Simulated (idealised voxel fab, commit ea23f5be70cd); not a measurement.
process module | voxel transistor to metal
cross-section cut | 170 nm wide | cells 5 nm
A cross-section is a grid of square cells, given in bands from the top down. A band is one or more rows of cells.
Each band's line starts with the height of the band's top and of its bottom, in nm. Then come its materials from left to right, each with its width in nm. One material with "throughout" fills the band from edge to edge. "air" is empty space.
Height 0 is the level under which the wafer as received is all one material. The lowest band goes on downwards, as in "0 down".
A width such as "30 to 40" changes by the same amount from each row of cells to the next, from the band's top row to its bottom row.
"no change" after a step means that no cell of the cross-section changed.
closed voids: empty space of 8 cells or more with no open way to the top, each as width x height at its distance from the left edge, in nm
after a step's settings: what the simulator itself notes on the step
overlay nm, on a step with a mask: how far to the right of its planned place the mask lay; to the left if negative
plan
1 op RECEIVE | material Si
2 op OXIDIZE | depth nm 5
3 op CONFORMAL_DEP | material SiN | thk nm 10
4 op MASKED_ETCH | tone cover | mask id ACTIVE | width nm 100 | etch materials SiN | depth nm 10 | overlay nm 0
5 op MASKED_ETCH | tone cover | mask id ACTIVE | width nm 100 | etch materials SiO2 | depth nm 5 | overlay nm 0
6 op MASKED_ETCH | tone cover | mask id ACTIVE | width nm 100 | etch materials Si | depth nm 30 | overlay nm 0
7 op FILL_DEP | material SiO2 | thk nm 10
8 op CMP | height nm 10
9 op SELECTIVE_ETCH | etch materials SiO2 | depth nm 10
10 op STRIP | etch materials SiN
11 op SELECTIVE_ETCH | etch materials SiO2 | depth nm 5
12 op OXIDIZE | depth nm 5
13 op DIRECTIONAL_DEP | material polySi | thk nm 30
14 op DIRECTIONAL_DEP | material SiCN | thk nm 10
15 op PATTERN | tone cover | mask id GATE | material resist | width nm 30 | thk nm 15 | overlay nm 0
16 op DIRECTIONAL_ETCH | etch materials SiCN | depth nm 20
17 op DIRECTIONAL_ETCH | etch materials polySi | depth nm 40
18 op STRIP | etch materials resist
19 op CONFORMAL_DEP | material SiO2 | thk nm 5
20 op DIRECTIONAL_ETCH | etch materials SiO2 | depth nm 5
21 op CONFORMAL_DEP | material SiN | thk nm 10
22 op DIRECTIONAL_ETCH | etch materials SiN | depth nm 10
23 op DIRECTIONAL_ETCH | etch materials SiO2 | depth nm 5
24 op DIRECTIONAL_ETCH | etch materials Si | depth nm 10
25 op EPI | material nSi | thk nm 10
26 op FILL_DEP | material SiO2 | thk nm 10
27 op CMP | height nm 25
28 op STRIP | etch materials polySi
29 op SELECTIVE_ETCH | etch materials SiO2 | depth nm 5
30 op CONFORMAL_DEP | material HfO2 | thk nm 5
31 op CONFORMAL_DEP | material TiN | thk nm 5
32 op FILL_DEP | material W | thk nm 10
33 op CMP | height nm 20
34 op DIRECTIONAL_DEP | material SiO2 | thk nm 15
35 op PATTERN | tone open | mask id CONTACT | material resist | width nm 15 | pitch nm 75 | thk nm 20 | overlay nm 0
36 op DIRECTIONAL_ETCH | etch materials SiO2 | depth nm 45
37 op STRIP | etch materials resist
38 op CONFORMAL_DEP | material TiN | thk nm 5
39 op FILL_DEP | material W | thk nm 5
40 op CMP | height nm 35
41 op CONFORMAL_DEP | material SiN | thk nm 5
42 op DIRECTIONAL_DEP | material lowk | thk nm 20
43 op MASKED_ETCH | tone open | mask id METAL_1 | width nm 15 | pitch nm 75 | etch materials lowk | depth nm 20 | overlay nm 0
44 op MASKED_ETCH | tone open | mask id METAL_1 | width nm 15 | pitch nm 75 | etch materials SiN | depth nm 5 | overlay nm 0
45 op CONFORMAL_DEP | material TiN | thk nm 5
46 op FILL_DEP | material Ru | thk nm 10
47 op CMP | height nm 60
48 op EPI | material Ru | thk nm 5
49 op FILL_DEP | material SiCN | thk nm 5
50 op DIRECTIONAL_DEP | material lowk | thk nm 25
51 op MASKED_ETCH | tone open | mask id METAL_2 | width nm 15 | pitch nm 75 | etch materials lowk | depth nm 15 | overlay nm 0
52 op MASKED_ETCH | tone open | mask id METAL_2_HOLES | width nm 15 | pitch nm 75 | etch materials lowk | depth nm 10 | overlay nm 0
53 op MASKED_ETCH | tone open | mask id METAL_2_HOLES | width nm 15 | pitch nm 75 | etch materials SiCN | depth nm 5 | overlay nm 0
54 op CONFORMAL_DEP | material TiN | thk nm 5
55 op FILL_DEP | material Cu | thk nm 10
56 op CMP | height nm 95
57 op CONFORMAL_DEP | material SiCN | thk nm 5
varied across the wafers: thk nm of step 38. The plan shows the first wafer's value. All wafers start alike
first wafer as received, after step 1
  0 down: Si throughout
  closed voids: none
first wafer at the end, after step 57
  100 to 95: SiCN throughout
  95 to 70: lowk 40 | TiN 5 | Cu 5 | TiN 5 | lowk 60 | TiN 5 | Cu 5 | TiN 5 | lowk 40
  70 to 65: SiCN 40 | TiN 15 | SiCN 60 | TiN 15 | SiCN 40
  65 to 60: SiCN 35 | Ru 25 | SiCN 50 | Ru 25 | SiCN 35
  60 to 40: lowk 40 | TiN 5 | Ru 5 | TiN 5 | lowk 60 | TiN 5 | Ru 5 | TiN 5 | lowk 40
  40 to 35: SiN 40 | TiN 15 | SiN 60 | TiN 15 | SiN 40
  35 to 20: SiO2 40 | TiN 5 | W 5 | TiN 5 | SiO2 60 | TiN 5 | W 5 | TiN 5 | SiO2 40
  20 to 5: SiO2 40 | TiN 5 | W 5 | TiN 5 | SiN 10 | HfO2 5 | TiN 5 | W 20 | TiN 5 | HfO2 5 | SiN 10 | TiN 5 | W 5 | TiN 5 | SiO2 40
  5 to 0: SiO2 40 | TiN 15 | SiN 10 | HfO2 5 | TiN 5 | W 20 | TiN 5 | HfO2 5 | SiN 10 | TiN 15 | SiO2 40
  0 to -5: SiO2 40 | TiN 5 | nSi 10 | SiN 10 | HfO2 5 | TiN 30 | HfO2 5 | SiN 10 | nSi 10 | TiN 5 | SiO2 40
  -5 to -10: SiO2 40 | TiN 5 | nSi 10 | SiO2 10 | HfO2 40 | SiO2 10 | nSi 10 | TiN 5 | SiO2 40
  -10 to -20: SiO2 35 | nSi 20 | Si 60 | nSi 20 | SiO2 35
  -20 to -35: SiO2 35 | Si 100 | SiO2 35
  -35 down: Si throughout
  closed voids: none
last wafer at the end
  100 to 95: SiCN throughout
  95 to 70: lowk 40 | TiN 5 | Cu 5 | TiN 5 | lowk 60 | TiN 5 | Cu 5 | TiN 5 | lowk 40
  70 to 65: SiCN 40 | TiN 15 | SiCN 60 | TiN 15 | SiCN 40
  65 to 60: SiCN 35 | Ru 25 | SiCN 50 | Ru 25 | SiCN 35
  60 to 40: lowk 40 | TiN 5 | Ru 5 | TiN 5 | lowk 60 | TiN 5 | Ru 5 | TiN 5 | lowk 40
  40 to 35: SiN 40 | TiN 15 | SiN 60 | TiN 15 | SiN 40
  35 to 20: SiO2 40 | TiN 15 | SiO2 60 | TiN 15 | SiO2 40
  20 to 0: SiO2 40 | TiN 15 | SiN 10 | HfO2 5 | TiN 5 | W 20 | TiN 5 | HfO2 5 | SiN 10 | TiN 15 | SiO2 40
  0 to -5: SiO2 40 | TiN 5 | nSi 10 | SiN 10 | HfO2 5 | TiN 30 | HfO2 5 | SiN 10 | nSi 10 | TiN 5 | SiO2 40
  -5 to -10: SiO2 40 | TiN 5 | nSi 10 | SiO2 10 | HfO2 40 | SiO2 10 | nSi 10 | TiN 5 | SiO2 40
  -10 to -20: SiO2 35 | nSi 20 | Si 60 | nSi 20 | SiO2 35
  -20 to -35: SiO2 35 | Si 100 | SiO2 35
  -35 down: Si throughout
  closed voids: none
each wafer at the end: cells of each material gained (+) or lost (-) since it was received, then its closed voids
thk nm 5 | +10 Cu | +18 HfO2 | +18 Ru | -154 Si | +86 SiCN | +48 SiN | +254 SiO2 | +96 TiN | +28 W | +252 lowk | +24 nSi | closed voids: none
thk nm 10 | +10 Cu | +18 HfO2 | +18 Ru | -154 Si | +86 SiCN | +48 SiN | +254 SiO2 | +108 TiN | +16 W | +252 lowk | +24 nSi | closed voids: none
thk nm 15 | +10 Cu | +18 HfO2 | +18 Ru | -154 Si | +86 SiCN | +48 SiN | +254 SiO2 | +108 TiN | +16 W | +252 lowk | +24 nSi | closed voids: none
thk nm 20 | +10 Cu | +18 HfO2 | +18 Ru | -154 Si | +86 SiCN | +48 SiN | +254 SiO2 | +108 TiN | +16 W | +252 lowk | +24 nSi | closed voids: none
